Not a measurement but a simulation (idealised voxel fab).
Documented hereafter: the process module known as voxel wiring stack.
Section shown: cut. Width: 175 nm. Cell size: 5 nm, square.
When this document writes out a cross-section, it uses a grid of square cells and lists it as bands, beginning at the top and moving down, with a band standing for one or more rows of cells. For a band, the entry starts with two heights in nm, that of the top and then that of the bottom, and carries on with the band's materials in order from left to right, each alongside its width in nm; the word "full width" beside a single material means it fills the band edge to edge, and "blank" means empty space. Ref level 0: as-received wafer is one material below here. Bottom band extends down with no lower bound ("0 and below"). Quick explanation for "30 to 40": the width changes in equal steps down the rows of cells, from the first number in the band's top row to the second number in its bottom row. Where a step carries "no modifications", the cross-section came out of it unchanged, cell for cell. "Closed void table": empty spaces of 8 cells or more with no open way to the top, each given as width x height at distance, distance from the left edge, all in nm. after a step's settings: what the simulator itself notes on the step. A step line may carry the setting "overlay nm", which, for steps involving a mask, states the distance by which the mask lay to the right of its intended position; negative values denote displacement to the left.

Below is the list of planned process steps:
1 RECEIVE: material Si
2 CONFORMAL_DEP: material SiO2, thk nm 15
3 DIRECTIONAL_DEP: material TiN, thk nm 5
4 DIRECTIONAL_DEP: material Ru, thk nm 25
5 DIRECTIONAL_DEP: material aC, thk nm 15
6 PATTERN: tone cover, mask id METAL_1, material resist, width nm 30, pitch nm 50, thk nm 30, overlay nm 0
7 DIRECTIONAL_ETCH: etch materials aC, depth nm 15
8 STRIP: etch materials resist
9 DIRECTIONAL_ETCH: etch materials Ru, depth nm 25
10 DIRECTIONAL_ETCH: etch materials TiN, depth nm 5
11 STRIP: etch materials aC
12 FILL_DEP: material lowk, thk nm 10
13 CMP: height nm 45
14 CONFORMAL_DEP: material SiCN, thk nm 5
15 DIRECTIONAL_DEP: material SiO2, thk nm 30
16 MASKED_ETCH: tone open, mask id METAL_2, width nm 30, pitch nm 50, etch materials SiO2, depth nm 15, overlay nm 0
17 PATTERN: tone open, mask id METAL_2_HOLES, material resist, width nm 15, pitch nm 50, thk nm 20, overlay nm 0
18 DIRECTIONAL_ETCH: etch materials SiO2, depth nm 15
19 DIRECTIONAL_ETCH: etch materials SiCN, depth nm 5
20 STRIP: etch materials resist
21 CONFORMAL_DEP: material TiN, thk nm 5
22 FILL_DEP: material Ru, thk nm 10
23 CMP: height nm 80
24 CONFORMAL_DEP: material SiCN, thk nm 5
25 DIRECTIONAL_DEP: material lowk, thk nm 10
26 PATTERN: tone open, mask id PLUG_2, material resist, width nm 15, thk nm 20, overlay nm 0
27 DIRECTIONAL_ETCH: etch materials lowk, depth nm 10
28 DIRECTIONAL_ETCH: etch materials SiCN, depth nm 5
29 STRIP: etch materials resist
30 EPI: material Ru, thk nm 10
31 EPI: material Ru, thk nm 5
32 DIRECTIONAL_DEP: material TiN, thk nm 5
33 DIRECTIONAL_DEP: material Ru, thk nm 20
34 DIRECTIONAL_DEP: material aC, thk nm 10
35 PATTERN: tone cover, mask id METAL_3, material resist, width nm 30, pitch nm 50, thk nm 30, overlay nm 0
36 DIRECTIONAL_ETCH: etch materials aC, depth nm 10
37 STRIP: etch materials resist
38 DIRECTIONAL_ETCH: etch materials Ru, depth nm 20
39 DIRECTIONAL_ETCH: etch materials TiN, depth nm 5
40 STRIP: etch materials aC
41 FILL_DEP: material lowk, thk nm 5
42 CMP: height nm 120
43 CONFORMAL_DEP: material SiCN, thk nm 5

Cross-section of the wafer at receipt, which is the condition after step 1:
    0 and below  Si full width
    Closed void table: none

Cross-section taken at module completion on the first of two wafers; processed per the plan:
    125 down to 120  SiCN full width
    120 down to 100  45 lowk | 30 Ru | 20 lowk | 30 Ru | 50 lowk
    100 down to 95  45 lowk | 30 TiN | 20 lowk | 30 TiN | 50 lowk
    95 down to 85  45 lowk | 15 Ru | 115 lowk
    85 down to 80  45 SiCN | 15 Ru | 115 SiCN
    80 down to 70  45 SiO2 | 5 TiN | 20 Ru | 5 TiN | 20 SiO2 | 5 TiN | 20 Ru | 5 TiN | 50 SiO2
    70 down to 65  45 SiO2 | 5 TiN | 5 Ru | 20 TiN | 20 SiO2 | 5 TiN | 5 Ru | 20 TiN | 50 SiO2
    65 down to 50  45 SiO2 | 5 TiN | 5 Ru | 5 TiN | 35 SiO2 | 5 TiN | 5 Ru | 5 TiN | 65 SiO2
    50 down to 45  45 SiCN | 15 TiN | 35 SiCN | 15 TiN | 65 SiCN
    45 down to 20  45 lowk | 30 Ru | 20 lowk | 30 Ru | 50 lowk
    20 down to 15  45 lowk | 30 TiN | 20 lowk | 30 TiN | 50 lowk
    15 down to 0  SiO2 full width
    0 and below  Si full width
    Closed void table: none

So this is wafer number two of the two, cut at the end of the module - it started where the first did and had the same plan, we just got one thing wrong running it:
    125 down to 120  SiCN full width
    120 down to 100  45 lowk | 30 Ru | 20 lowk | 30 Ru | 50 lowk
    100 down to 95  45 lowk | 30 TiN | 20 lowk | 30 TiN | 50 lowk
    95 down to 85  45 lowk | 15 Ru | 115 lowk
    85 down to 80  45 SiCN | 15 Ru | 115 SiCN
    80 down to 70  45 SiO2 | 5 TiN | 20 Ru | 5 TiN | 20 SiO2 | 5 TiN | 20 Ru | 5 TiN | 50 SiO2
    70 down to 65  45 SiO2 | 5 TiN | 5 Ru | 20 TiN | 20 SiO2 | 5 TiN | 5 Ru | 20 TiN | 50 SiO2
    65 down to 50  45 SiO2 | 5 TiN | 5 Ru | 5 TiN | 35 SiO2 | 5 TiN | 5 Ru | 5 TiN | 65 SiO2
    50 down to 45  45 SiCN | 15 TiN | 35 SiCN | 15 TiN | 65 SiCN
    45 down to 20  40 lowk | 30 Ru | 20 lowk | 30 Ru | 55 lowk
    20 down to 15  40 lowk | 30 TiN | 20 lowk | 30 TiN | 55 lowk
    15 down to 0  SiO2 full width
    0 and below  Si full width
    Closed void table: none
What went wrong in running the wafer? step 6 was processed under conditions differing from the plan, specifically as PATTERN: tone cover, mask id METAL_1, material resist, width nm 30, pitch nm 50, thk nm 30, overlay nm -5
Matching per-material cell counts, mismatched positions: that is how the second wafer compares with the first at the end.
